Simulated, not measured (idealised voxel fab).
Name of the process module below: voxel self aligned vias
The cross-section on display is named cut; it measures 270 nm wide, and its cells are 5 nm squares.
This document writes a cross-section as a grid whose cells are square, and gives it as bands, listed from the top down; one or more rows of cells form a band. Look at the band entry: it leads with the top's height and the bottom's height in nm. Then it lists the materials left to right, with a width in nm for each. The word "everywhere" on a single material says that material fills the band edge to edge. The word "blank" is empty space. Heights from 0 (as-received wafer is one material below). Bottom band endless downward, as "from 0 down". You'd read "30->40" like this: the band's top row of cells is as wide as the first number, its bottom row is as wide as the second, and going down, every row changes width by the same amount as the row before did. "no modification", as given for a step, is the statement that not any cell of the cross-section underwent a change during that step. So "Enclosed voids" is basically the list of trapped voids: any empty space of 8 cells or more that can't reach the top through an opening. They're written width x height at distance, the distance being from the left edge, and it's all nm. Anything after a step's settings on that line? It's the simulator's own note about the step. overlay nm: right-of-plan distance of the mask on a masked step; negative values mean left-of-plan.

## The process steps that were planned are listed below
1 RECEIVE (material Si)
2 CONFORMAL_DEP (material SiO2; thk nm 10)
3 CONFORMAL_DEP (material SiCN; thk nm 5)
4 DIRECTIONAL_DEP (material SiO2; thk nm 30)
5 PATTERN (tone open; mask id LINES; material resist; width nm 25; pitch nm 65; thk nm 20; overlay nm 0)
6 DIRECTIONAL_ETCH (etch materials SiO2; depth nm 30)
7 STRIP (etch materials resist)
8 CONFORMAL_DEP (material TiN; thk nm 5)
9 FILL_DEP (material W; thk nm 10)
10 CMP (height nm 45)
11 SELECTIVE_ETCH (etch materials W Ru TiN; depth nm 5)
12 FILL_DEP (material SiN; thk nm 5)
13 CMP (height nm 45)
14 DIRECTIONAL_DEP (material SiO2; thk nm 20)
15 MASKED_ETCH (tone open; mask id VIAS; width nm 35; pitch nm 65; etch materials SiO2; depth nm 20; overlay nm 0)
16 MASKED_ETCH (tone open; mask id VIAS; width nm 35; pitch nm 65; etch materials SiN; depth nm 5; overlay nm 0)
17 CONFORMAL_DEP (material TiN; thk nm 5)
18 FILL_DEP (material Cu; thk nm 10)
19 CMP (height nm 65)
20 CONFORMAL_DEP (material SiCN; thk nm 5)

## Delivered wafer in cross-section: state after step 1
  from 0 down = Si everywhere
  Enclosed voids: none

## Wafer cross-section at module end: first of two, run to plan
  from 70 to 65 = SiCN everywhere
  from 65 to 50 = SiO2 50 nm / TiN 5 nm / Cu 25 nm / TiN 5 nm / SiO2 30 nm / TiN 5 nm / Cu 25 nm / TiN 5 nm / SiO2 30 nm / TiN 5 nm / Cu 25 nm / TiN 5 nm / SiO2 55 nm
  from 50 to 45 = SiO2 50 nm / TiN 10 nm / Cu 15 nm / TiN 10 nm / SiO2 30 nm / TiN 10 nm / Cu 15 nm / TiN 10 nm / SiO2 30 nm / TiN 10 nm / Cu 15 nm / TiN 10 nm / SiO2 55 nm
  from 45 to 40 = SiO2 55 nm / TiN 25 nm / SiO2 40 nm / TiN 25 nm / SiO2 40 nm / TiN 25 nm / SiO2 60 nm
  from 40 to 20 = SiO2 55 nm / TiN 5 nm / W 15 nm / TiN 5 nm / SiO2 40 nm / TiN 5 nm / W 15 nm / TiN 5 nm / SiO2 40 nm / TiN 5 nm / W 15 nm / TiN 5 nm / SiO2 60 nm
  from 20 to 15 = SiO2 55 nm / TiN 25 nm / SiO2 40 nm / TiN 25 nm / SiO2 40 nm / TiN 25 nm / SiO2 60 nm
  from 15 to 10 = SiCN everywhere
  from 10 to 0 = SiO2 everywhere
  from 0 down = Si everywhere
  Enclosed voids: none

## Second of two wafers, module complete, sectioned: it shares the first wafer's start and plan but was run with one mistake
  from 70 to 65 = SiCN everywhere
  from 65 to 45 = SiO2 50 nm / TiN 5 nm / Cu 25 nm / TiN 5 nm / SiO2 30 nm / TiN 5 nm / Cu 25 nm / TiN 5 nm / SiO2 30 nm / TiN 5 nm / Cu 25 nm / TiN 5 nm / SiO2 55 nm
  from 45 to 40 = SiO2 50 nm / TiN 35 nm / SiO2 30 nm / TiN 35 nm / SiO2 30 nm / TiN 35 nm / SiO2 55 nm
  from 40 to 25 = SiO2 50 nm / TiN 10 nm / W 15 nm / TiN 10 nm / SiO2 30 nm / TiN 10 nm / W 15 nm / TiN 10 nm / SiO2 30 nm / TiN 10 nm / W 15 nm / TiN 10 nm / SiO2 55 nm
  from 25 to 20 = SiO2 55 nm / TiN 5 nm / W 15 nm / TiN 5 nm / SiO2 40 nm / TiN 5 nm / W 15 nm / TiN 5 nm / SiO2 40 nm / TiN 5 nm / W 15 nm / TiN 5 nm / SiO2 60 nm
  from 20 to 15 = SiO2 55 nm / TiN 25 nm / SiO2 40 nm / TiN 25 nm / SiO2 40 nm / TiN 25 nm / SiO2 60 nm
  from 15 to 10 = SiCN everywhere
  from 10 to 0 = SiO2 everywhere
  from 0 down = Si everywhere
  Enclosed voids: none
The mistake made against the process plan was this: plan step 15 ran twice
The final cell counts differ between the wafers, with the second having more or fewer of some materials than the first: Cu: 6 more, SiO2: 24 fewer, TiN: 18 more
